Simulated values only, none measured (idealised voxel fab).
This is a process module. Its name is voxel self aligned vias.
Shown is cross-section cut, with a width of 200 nm and square cells of size 5 nm.
Format of a cross-section: grid, square cells. Given as bands. Order: top down. Band: one or more rows of cells.
What a band's entry tells you: where the top is and where the bottom is, as heights in nm, and after that what lies inside, material by material from left to right, each with its width in nm. Empty space is written as the word "air", and a single material marked with the word "all across" occupies the band from edge to edge.
All heights in this document are referenced to 0, defined as the level beneath which the wafer, as received, consists entirely of one material. The lowest band is not bounded below; it extends indefinitely downward and is written in the form "0 nm and below".
Top row gets the first number, bottom row gets the second, and each row in between changes by the same step: that is how a band width like "30..40" works.
No cell of the cross-section changed in a step that is given as "no alterations made".
Empty spaces without an open route to the top, at least 8 cells in extent, make up the entry "Closed void list"; each is given as width x height at distance, where the distance is measured from the left edge, and all are in nm.
That trailing text on a step's line, after the settings, is the simulator's own remark on the step.
overlay nm: where the mask lay relative to plan, measured to the right, on steps with a mask; negatives go left.

[The steps planned for the process are as follows]
1) RECEIVE with material Si
2) CONFORMAL_DEP with material SiO2, thk nm 10
3) CONFORMAL_DEP with material SiCN, thk nm 5
4) DIRECTIONAL_DEP with material SiO2, thk nm 30
5) PATTERN with tone open, mask id LINES, material resist, width nm 30, pitch nm 70, thk nm 15, overlay nm 0
6) DIRECTIONAL_ETCH with etch materials SiO2, depth nm 30
7) STRIP with etch materials resist
8) CONFORMAL_DEP with material TiN, thk nm 5
9) FILL_DEP with material Ru, thk nm 10
10) CMP with height nm 45
11) SELECTIVE_ETCH with etch materials W Ru TiN, depth nm 5
12) FILL_DEP with material SiN, thk nm 5
13) CMP with height nm 45
14) DIRECTIONAL_DEP with material SiO2, thk nm 20
15) PATTERN with tone open, mask id VIAS, material resist, width nm 50, pitch nm 70, thk nm 15, overlay nm 0
16) DIRECTIONAL_ETCH with etch materials SiO2, depth nm 20
17) DIRECTIONAL_ETCH with etch materials SiN, depth nm 5
18) STRIP with etch materials resist
19) CONFORMAL_DEP with material TiN, thk nm 5
20) FILL_DEP with material W, thk nm 5
21) CMP with height nm 65
22) CONFORMAL_DEP with material SiCN, thk nm 5

[First of two wafers, with the run carried out as planned]

[Incoming wafer, cross-sectional view, post step 1]
0 nm and below: Si all across
Closed void list: none

[Cross-sectional representation of the wafer at the conclusion of step 2]
10 nm to 0 nm: SiO2 all across
Below 0, the layers are the same as they were.

[Cross-sectional representation of the wafer at the conclusion of step 3]
15 nm to 10 nm: SiCN all across
Below 10, the layers are the same as they were.

[Cross-sectional representation of the wafer at the conclusion of step 4]
45 nm to 15 nm: SiO2 all across
Below 15, the layers are the same as they were.

[Cross-sectional representation of the wafer at the conclusion of step 5]
60 nm to 45 nm: resist 50 / air 30 / resist 40 / air 30 / resist 50
Below 45, the layers are the same as they were.

[Cross-sectional representation of the wafer at the conclusion of step 6]
60 nm to 45 nm: resist 50 / air 30 / resist 40 / air 30 / resist 50
45 nm to 15 nm: SiO2 50 / air 30 / SiO2 40 / air 30 / SiO2 50
Below 15, the layers are the same as they were.

[Cross-sectional representation of the wafer at the conclusion of step 7]
45 nm to 15 nm: SiO2 50 / air 30 / SiO2 40 / air 30 / SiO2 50
Below 15, the layers are the same as they were.

[Cross-sectional representation of the wafer at the conclusion of step 8]
50 nm to 45 nm: TiN 55 / air 20 / TiN 50 / air 20 / TiN 55
45 nm to 20 nm: SiO2 50 / TiN 5 / air 20 / TiN 5 / SiO2 40 / TiN 5 / air 20 / TiN 5 / SiO2 50
20 nm to 15 nm: SiO2 50 / TiN 30 / SiO2 40 / TiN 30 / SiO2 50
Below 15, the layers are the same as they were.

[Cross-sectional representation of the wafer at the conclusion of step 9]
60 nm to 50 nm: Ru all across
50 nm to 45 nm: TiN 55 / Ru 20 / TiN 50 / Ru 20 / TiN 55
45 nm to 20 nm: SiO2 50 / TiN 5 / Ru 20 / TiN 5 / SiO2 40 / TiN 5 / Ru 20 / TiN 5 / SiO2 50
Below 20, the layers are the same as they were.

[Cross-sectional representation of the wafer at the conclusion of step 10]
45 nm to 20 nm: SiO2 50 / TiN 5 / Ru 20 / TiN 5 / SiO2 40 / TiN 5 / Ru 20 / TiN 5 / SiO2 50
Below 20, the layers are the same as they were.

[Cross-sectional representation of the wafer at the conclusion of step 11]
45 nm to 40 nm: SiO2 50 / air 30 / SiO2 40 / air 30 / SiO2 50
Below 40, the layers are the same as they were.

[Cross-sectional representation of the wafer at the conclusion of step 12]
50 nm to 45 nm: SiN all across
45 nm to 40 nm: SiO2 50 / SiN 30 / SiO2 40 / SiN 30 / SiO2 50
Below 40, the layers are the same as they were.

[Cross-sectional representation of the wafer at the conclusion of step 13]
45 nm to 40 nm: SiO2 50 / SiN 30 / SiO2 40 / SiN 30 / SiO2 50
Below 40, the layers are the same as they were.

[Cross-sectional representation of the wafer at the conclusion of step 14]
65 nm to 45 nm: SiO2 all across
Below 45, the layers are the same as they were.

[Cross-sectional representation of the wafer at the conclusion of step 15]
80 nm to 65 nm: resist 40 / air 50 / resist 20 / air 50 / resist 40
Below 65, the layers are the same as they were.

[Cross-sectional representation of the wafer at the conclusion of step 16]
80 nm to 65 nm: resist 40 / air 50 / resist 20 / air 50 / resist 40
65 nm to 45 nm: SiO2 40 / air 50 / SiO2 20 / air 50 / SiO2 40
Below 45, the layers are the same as they were.

[Cross-sectional representation of the wafer at the conclusion of step 17]
80 nm to 65 nm: resist 40 / air 50 / resist 20 / air 50 / resist 40
65 nm to 45 nm: SiO2 40 / air 50 / SiO2 20 / air 50 / SiO2 40
45 nm to 40 nm: SiO2 50 / air 30 / SiO2 40 / air 30 / SiO2 50
Below 40, the layers are the same as they were.

[Cross-sectional representation of the wafer at the conclusion of step 18]
65 nm to 45 nm: SiO2 40 / air 50 / SiO2 20 / air 50 / SiO2 40
Below 45, the layers are the same as they were.

[Cross-sectional representation of the wafer at the conclusion of step 19]
70 nm to 65 nm: TiN 45 / air 40 / TiN 30 / air 40 / TiN 45
65 nm to 50 nm: SiO2 40 / TiN 5 / air 40 / TiN 5 / SiO2 20 / TiN 5 / air 40 / TiN 5 / SiO2 40
50 nm to 45 nm: SiO2 40 / TiN 15 / air 20 / TiN 15 / SiO2 20 / TiN 15 / air 20 / TiN 15 / SiO2 40
45 nm to 40 nm: SiO2 50 / TiN 30 / SiO2 40 / TiN 30 / SiO2 50
Below 40, the layers are the same as they were.

[Cross-sectional representation of the wafer at the conclusion of step 20]
75 nm to 70 nm: W all across
70 nm to 65 nm: TiN 45 / W 40 / TiN 30 / W 40 / TiN 45
65 nm to 50 nm: SiO2 40 / TiN 5 / W 40 / TiN 5 / SiO2 20 / TiN 5 / W 40 / TiN 5 / SiO2 40
50 nm to 45 nm: SiO2 40 / TiN 15 / W 20 / TiN 15 / SiO2 20 / TiN 15 / W 20 / TiN 15 / SiO2 40
Below 45, the layers are the same as they were.

[Cross-sectional representation of the wafer at the conclusion of step 21]
65 nm to 50 nm: SiO2 40 / TiN 5 / W 40 / TiN 5 / SiO2 20 / TiN 5 / W 40 / TiN 5 / SiO2 40
Below 50, the layers are the same as they were.

[Cross-sectional representation of the wafer at the conclusion of step 22]
70 nm to 65 nm: SiCN all across
Below 65, the layers are the same as they were.

[Okay, second wafer. Nothing different at the start, nothing different in the plan, just one mistake somewhere in the running. As far as step 3, counting that step, it's the first wafer all over again]

[Second wafer, section view, time point: scheduled end of step 4]
35 nm to 15 nm: SiO2 all across
Below 15, the layers are the same as they were.

[Second wafer, section view, time point: scheduled end of step 5]
50 nm to 35 nm: resist 50 / air 30 / resist 40 / air 30 / resist 50
Below 35, the layers are the same as they were.

[Second wafer, section view, time point: scheduled end of step 6]
50 nm to 35 nm: resist 50 / air 30 / resist 40 / air 30 / resist 50
35 nm to 15 nm: SiO2 50 / air 30 / SiO2 40 / air 30 / SiO2 50
Below 15, the layers are the same as they were.

[Second wafer, section view, time point: scheduled end of step 7]
35 nm to 15 nm: SiO2 50 / air 30 / SiO2 40 / air 30 / SiO2 50
Below 15, the layers are the same as they were.

[Second wafer, section view, time point: scheduled end of step 8]
40 nm to 35 nm: TiN 55 / air 20 / TiN 50 / air 20 / TiN 55
35 nm to 20 nm: SiO2 50 / TiN 5 / air 20 / TiN 5 / SiO2 40 / TiN 5 / air 20 / TiN 5 / SiO2 50
20 nm to 15 nm: SiO2 50 / TiN 30 / SiO2 40 / TiN 30 / SiO2 50
Below 15, the layers are the same as they were.

[Second wafer, section view, time point: scheduled end of step 9]
50 nm to 40 nm: Ru all across
40 nm to 35 nm: TiN 55 / Ru 20 / TiN 50 / Ru 20 / TiN 55
35 nm to 20 nm: SiO2 50 / TiN 5 / Ru 20 / TiN 5 / SiO2 40 / TiN 5 / Ru 20 / TiN 5 / SiO2 50
Below 20, the layers are the same as they were.

[Second wafer, section view, time point: scheduled end of step 10]
45 nm to 40 nm: Ru all across
Below 40, the layers are the same as they were.

[Second wafer, section view, time point: scheduled end of step 11]
40 nm to 35 nm: TiN 55 / Ru 20 / TiN 50 / Ru 20 / TiN 55
Below 35, the layers are the same as they were.

[Second wafer, section view, time point: scheduled end of step 12]
45 nm to 40 nm: SiN all across
Below 40, the layers are the same as they were.

Second wafer, section view, time point: scheduled end of step 13: no alterations made

[Second wafer, section view, time point: scheduled end of step 14]
65 nm to 45 nm: SiO2 all across
Below 45, the layers are the same as they were.

[Second wafer, section view, time point: scheduled end of step 15]
80 nm to 65 nm: resist 40 / air 50 / resist 20 / air 50 / resist 40
Below 65, the layers are the same as they were.

[Second wafer, section view, time point: scheduled end of step 16]
80 nm to 65 nm: resist 40 / air 50 / resist 20 / air 50 / resist 40
65 nm to 45 nm: SiO2 40 / air 50 / SiO2 20 / air 50 / SiO2 40
Below 45, the layers are the same as they were.

[Second wafer, section view, time point: scheduled end of step 17]
80 nm to 65 nm: resist 40 / air 50 / resist 20 / air 50 / resist 40
65 nm to 45 nm: SiO2 40 / air 50 / SiO2 20 / air 50 / SiO2 40
45 nm to 40 nm: SiN 40 / air 50 / SiN 20 / air 50 / SiN 40
Below 40, the layers are the same as they were.

[Second wafer, section view, time point: scheduled end of step 18]
65 nm to 45 nm: SiO2 40 / air 50 / SiO2 20 / air 50 / SiO2 40
Below 45, the layers are the same as they were.

[Second wafer, section view, time point: scheduled end of step 19]
70 nm to 65 nm: TiN 45 / air 40 / TiN 30 / air 40 / TiN 45
65 nm to 45 nm: SiO2 40 / TiN 5 / air 40 / TiN 5 / SiO2 20 / TiN 5 / air 40 / TiN 5 / SiO2 40
45 nm to 40 nm: SiN 40 / TiN 50 / SiN 20 / TiN 50 / SiN 40
Below 40, the layers are the same as they were.

[Second wafer, section view, time point: scheduled end of step 20]
75 nm to 70 nm: W all across
70 nm to 65 nm: TiN 45 / W 40 / TiN 30 / W 40 / TiN 45
65 nm to 45 nm: SiO2 40 / TiN 5 / W 40 / TiN 5 / SiO2 20 / TiN 5 / W 40 / TiN 5 / SiO2 40
Below 45, the layers are the same as they were.

[Second wafer, section view, time point: scheduled end of step 21]
65 nm to 45 nm: SiO2 40 / TiN 5 / W 40 / TiN 5 / SiO2 20 / TiN 5 / W 40 / TiN 5 / SiO2 40
Below 45, the layers are the same as they were.

[Second wafer, section view, time point: scheduled end of step 22]
70 nm to 65 nm: SiCN all across
Below 65, the layers are the same as they were.
Finding, execution versus plan: heads up, step 4 didn't go per plan, it actually ran as DIRECTIONAL_DEP with material SiO2, thk nm 20
Final tally in cells, some materials are higher or lower on the second wafer than on the first: SiN: 20 more | SiO2: 56 fewer | TiN: 28 more | W: 8 more
